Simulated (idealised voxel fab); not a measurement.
This is a process module. Its name is voxel self aligned vias.
In the cross-section labelled cut, the width is 210 nm and each square cell is 5 nm.
Cross-section layout: square cells on a grid; listed as bands, top to bottom; a band spans one or more cell rows.
What a band's entry tells you: where the top is and where the bottom is, as heights in nm, and after that what lies inside, material by material from left to right, each with its width in nm. Empty space is written as the word "air", and a single material marked with the word "all across" occupies the band from edge to edge.
Where do heights start? At 0: under that level the wafer as delivered is made of one material only. And the lowest band has no floor; it just carries on downward, as in "from 0 down".
Quick explanation for "30 to 40": the width changes in equal steps down the rows of cells, from the first number in the band's top row to the second number in its bottom row.
No cell of the cross-section changed in a step that is given as "identical to before".
"Sealed void inventory": empty spaces of 8 cells or more with no open way to the top, each given as width x height at distance, distance from the left edge, all in nm.
Note: text after step settings on the step line = simulator remark on that step.
"overlay nm" answers the question of how far to the right of plan the mask lay on a step that has a mask, and when it is negative the answer is to the left.
# Listed below are the process steps as planned
| 1 | RECEIVE,material Si |
| 2 | CONFORMAL_DEP,material SiO2,thk nm 15 |
| 3 | CONFORMAL_DEP,material SiCN,thk nm 5 |
| 4 | DIRECTIONAL_DEP,material lowk,thk nm 20 |
| 5 | DIRECTIONAL_DEP,material aC,thk nm 10 |
| 6 | PATTERN,tone open,mask id LINES,material resist,width nm 25,pitch nm 65,thk nm 25,overlay nm 0 |
| 7 | DIRECTIONAL_ETCH,etch materials aC,depth nm 10 |
| 8 | STRIP,etch materials resist |
| 9 | DIRECTIONAL_ETCH,etch materials lowk,depth nm 20 |
| 10 | STRIP,etch materials aC |
| 11 | CONFORMAL_DEP,material TiN,thk nm 5 |
| 12 | FILL_DEP,material Ru,thk nm 10 |
| 13 | CMP,height nm 40 |
| 14 | SELECTIVE_ETCH,etch materials W Ru TiN,depth nm 10 |
| 15 | FILL_DEP,material SiN,thk nm 10 |
| 16 | CMP,height nm 40 |
| 17 | DIRECTIONAL_DEP,material lowk,thk nm 15 |
| 18 | PATTERN,tone open,mask id VIAS,material resist,width nm 35,pitch nm 65,thk nm 15,overlay nm 0 |
| 19 | DIRECTIONAL_ETCH,etch materials lowk,depth nm 15 |
| 20 | DIRECTIONAL_ETCH,etch materials SiN,depth nm 10 |
| 21 | STRIP,etch materials resist |
| 22 | CONFORMAL_DEP,material TiN,thk nm 5 |
| 23 | FILL_DEP,material W,thk nm 5 |
| 24 | CMP,height nm 55 |
| 25 | CONFORMAL_DEP,material SiN,thk nm 5 |
What sets these wafers apart? The width nm at step 18. They all start alike, and the plan carries the first wafer's value.
# Cross-section, first of several wafers, as delivered after step 1
> from 0 down | Si all across
> Sealed void inventory: none
# Cross-section, first of several wafers, end of module, after last step 25
> from 60 to 55 | SiN all across
> from 55 to 45 | lowk=20  TiN=5  W=25  TiN=5  lowk=30  TiN=5  W=25  TiN=5  lowk=30  TiN=5  W=25  TiN=5  lowk=25
> from 45 to 35 | lowk=20 to 25  TiN=10 to 5  W=15  TiN=10 to 5  lowk=30 to 40  TiN=10 to 5  W=15  TiN=10 to 5  lowk=30 to 40  TiN=10 to 5  W=15  TiN=10 to 5  lowk=25 to 30
> from 35 to 30 | lowk=25  TiN=25  lowk=40  TiN=25  lowk=40  TiN=25  lowk=30
> from 30 to 25 | lowk=25  TiN=5  Ru=15  TiN=5  lowk=40  TiN=5  Ru=15  TiN=5  lowk=40  TiN=5  Ru=15  TiN=5  lowk=30
> from 25 to 20 | lowk=25  TiN=25  lowk=40  TiN=25  lowk=40  TiN=25  lowk=30
> from 20 to 15 | SiCN all across
> from 15 to 0 | SiO2 all across
> from 0 down | Si all across
> Sealed void inventory: none
# Cross-section, module end, final of several wafers
> from 60 to 55 | SiN all across
> from 55 to 45 | lowk=15  TiN=5  W=40  TiN=5  lowk=15  TiN=5  W=40  TiN=5  lowk=15  TiN=5  W=40  TiN=5  lowk=15
> from 45 to 35 | lowk=15 to 25  TiN=15 to 5  W=15  TiN=20 to 5  lowk=15 to 40  TiN=15 to 5  W=15  TiN=20 to 5  lowk=15 to 40  TiN=15 to 5  W=15  TiN=20 to 5  lowk=15 to 30
> from 35 to 30 | lowk=25  TiN=25  lowk=40  TiN=25  lowk=40  TiN=25  lowk=30
> from 30 to 25 | lowk=25  TiN=5  Ru=15  TiN=5  lowk=40  TiN=5  Ru=15  TiN=5  lowk=40  TiN=5  Ru=15  TiN=5  lowk=30
> from 25 to 20 | lowk=25  TiN=25  lowk=40  TiN=25  lowk=40  TiN=25  lowk=30
> from 20 to 15 | SiCN all across
> from 15 to 0 | SiO2 all across
> from 0 down | Si all across
> Sealed void inventory: none
# Where each wafer stands at the end of the module, a row apiece: cells of each material gained (+) or lost (-) since it was received, then closed voids
width nm 35, +9 Ru, +42 SiCN, +42 SiN, +126 SiO2, +66 TiN, +48 W, +171 lowk, Sealed void inventory: none
width nm 40, +9 Ru, +42 SiCN, +42 SiN, +126 SiO2, +69 TiN, +54 W, +162 lowk, Sealed void inventory: none
width nm 45, +9 Ru, +42 SiCN, +42 SiN, +126 SiO2, +72 TiN, +60 W, +153 lowk, Sealed void inventory: none
width nm 50, +9 Ru, +42 SiCN, +42 SiN, +126 SiO2, +75 TiN, +66 W, +144 lowk, Sealed void inventory: none
